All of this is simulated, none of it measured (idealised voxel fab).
Process module under the name voxel local oxidation
cross-section cut | 275 nm wide | cells 5 nm
Cross-sections here: square-cell grids, written as top-down lists of bands, a band being one or more rows of cells.
Band entry format. Leading values: height of top, height of bottom, nm. Remainder: materials in left-to-right order, each with its width in nm. Special words: "all across" on a single material, which then fills the band edge to edge; "empty", empty space.
Height datum 0, below which the as-received substrate wafer is one material. Lowest band open at the bottom, running downward: "0..down".
Graded width ("30 to 40"): value in top row of band = first number; value in bottom row = second number; row-to-row change constant.
Where a step carries "nothing different", the cross-section came out of it unchanged, cell for cell.
"Sealed-off cavities" contains a list of empty spaces, each no smaller than 8 cells and without an open way to the top, written in the form width x height at distance with the distance from the left edge and all three in nm.
It should be noted that, on the line of a given step, the content following the step's settings is a remark produced by the simulator itself with respect to that step.
The optional step-line setting "overlay nm" applies to steps with a mask and quantifies how far to the right of its planned location the mask lay, a negative value indicating leftward placement.

PROCESS STEPS FORESEEN IN THE PLAN
1. RECEIVE,material Si
2. OXIDIZE,depth nm 5
3. CONFORMAL_DEP,material SiN,thk nm 15
4. PATTERN,tone cover,mask id ACTIVE,material resist,width nm 130,thk nm 15,overlay nm 0
5. DIRECTIONAL_ETCH,etch materials SiN,depth nm 15
6. STRIP,etch materials resist
7. SELECTIVE_ETCH,etch materials SiO2,depth nm 5
8. OXIDIZE,depth nm 15
9. STRIP,etch materials SiN

ACCOUNT OF THE FIRST OF TWO WAFERS, WHICH WAS PROCESSED AS INTENDED

SO THIS IS THE INCOMING WAFER IN CROSS-SECTION - IT'S ALREADY BEEN THROUGH STEP 1
    0..down | Si all across
    Sealed-off cavities: none

CROSS-SECTION OF THE WAFER SUBSEQUENT TO STEP 2
    0..-5 | SiO2 all across
    Rest of section, below -5: as before.

CROSS-SECTION OF THE WAFER SUBSEQUENT TO STEP 3
    15..0 | SiN all across
    Rest of section, below 0: as before.

CROSS-SECTION OF THE WAFER SUBSEQUENT TO STEP 4
    30..15 | empty: 70 / resist: 130 / empty: 75
    Rest of section, below 15: as before.

CROSS-SECTION OF THE WAFER SUBSEQUENT TO STEP 5
    30..15 | empty: 70 / resist: 130 / empty: 75
    15..0 | empty: 70 / SiN: 130 / empty: 75
    Rest of section, below 0: as before.

CROSS-SECTION OF THE WAFER SUBSEQUENT TO STEP 6
    15..0 | empty: 70 / SiN: 130 / empty: 75
    Rest of section, below 0: as before.

CROSS-SECTION OF THE WAFER SUBSEQUENT TO STEP 7
    15..0 | empty: 70 / SiN: 130 / empty: 75
    0..-5 | empty: 75 / SiO2: 120 / empty: 80
    Rest of section, below -5: as before.

CROSS-SECTION OF THE WAFER SUBSEQUENT TO STEP 8
    15..0 | empty: 70 / SiN: 130 / empty: 75
    0..-5 | empty: 75 / SiO2: 120 / empty: 80
    -5..-20 | SiO2: 90 / Si: 90 / SiO2: 95
    Rest of section, below -20: as before.

CROSS-SECTION OF THE WAFER SUBSEQUENT TO STEP 9
    0..-5 | empty: 75 / SiO2: 120 / empty: 80
    Rest of section, below -5: as before.

WHAT FOLLOWS CONCERNS THE SECOND WAFER, WHICH STARTED OUT LIKE THE FIRST AND WAS MEANT TO FOLLOW THE VERY SAME PLAN; ONE MISTAKE CREPT IN WHEN IT WAS RUN, BUT EVERYTHING UP TO AND INCLUDING STEP 3 IS THE SAME AS FOR THE FIRST WAFER

CROSS-SECTION, SECOND WAFER, AT THE END TIME THE PLAN GIVES FOR STEP 4
    30..15 | empty: 75 / resist: 130 / empty: 70
    Rest of section, below 15: as before.

CROSS-SECTION, SECOND WAFER, AT THE END TIME THE PLAN GIVES FOR STEP 5
    30..15 | empty: 75 / resist: 130 / empty: 70
    15..0 | empty: 75 / SiN: 130 / empty: 70
    Rest of section, below 0: as before.

CROSS-SECTION, SECOND WAFER, AT THE END TIME THE PLAN GIVES FOR STEP 6
    15..0 | empty: 75 / SiN: 130 / empty: 70
    Rest of section, below 0: as before.

CROSS-SECTION, SECOND WAFER, AT THE END TIME THE PLAN GIVES FOR STEP 7
    15..0 | empty: 75 / SiN: 130 / empty: 70
    0..-5 | empty: 80 / SiO2: 120 / empty: 75
    Rest of section, below -5: as before.

CROSS-SECTION, SECOND WAFER, AT THE END TIME THE PLAN GIVES FOR STEP 8
    15..0 | empty: 75 / SiN: 130 / empty: 70
    0..-5 | empty: 80 / SiO2: 120 / empty: 75
    -5..-20 | SiO2: 95 / Si: 90 / SiO2: 90
    Rest of section, below -20: as before.

CROSS-SECTION, SECOND WAFER, AT THE END TIME THE PLAN GIVES FOR STEP 9
    0..-5 | empty: 80 / SiO2: 120 / empty: 75
    Rest of section, below -5: as before.
what went wrong: rather than as planned, step 4 actually ran as PATTERN,tone cover,mask id ACTIVE,material resist,width nm 130,thk nm 15,overlay nm 5
In the final comparison it is observed that the number of cells assigned to each material is identical for the two wafers, whereas their placement is not.
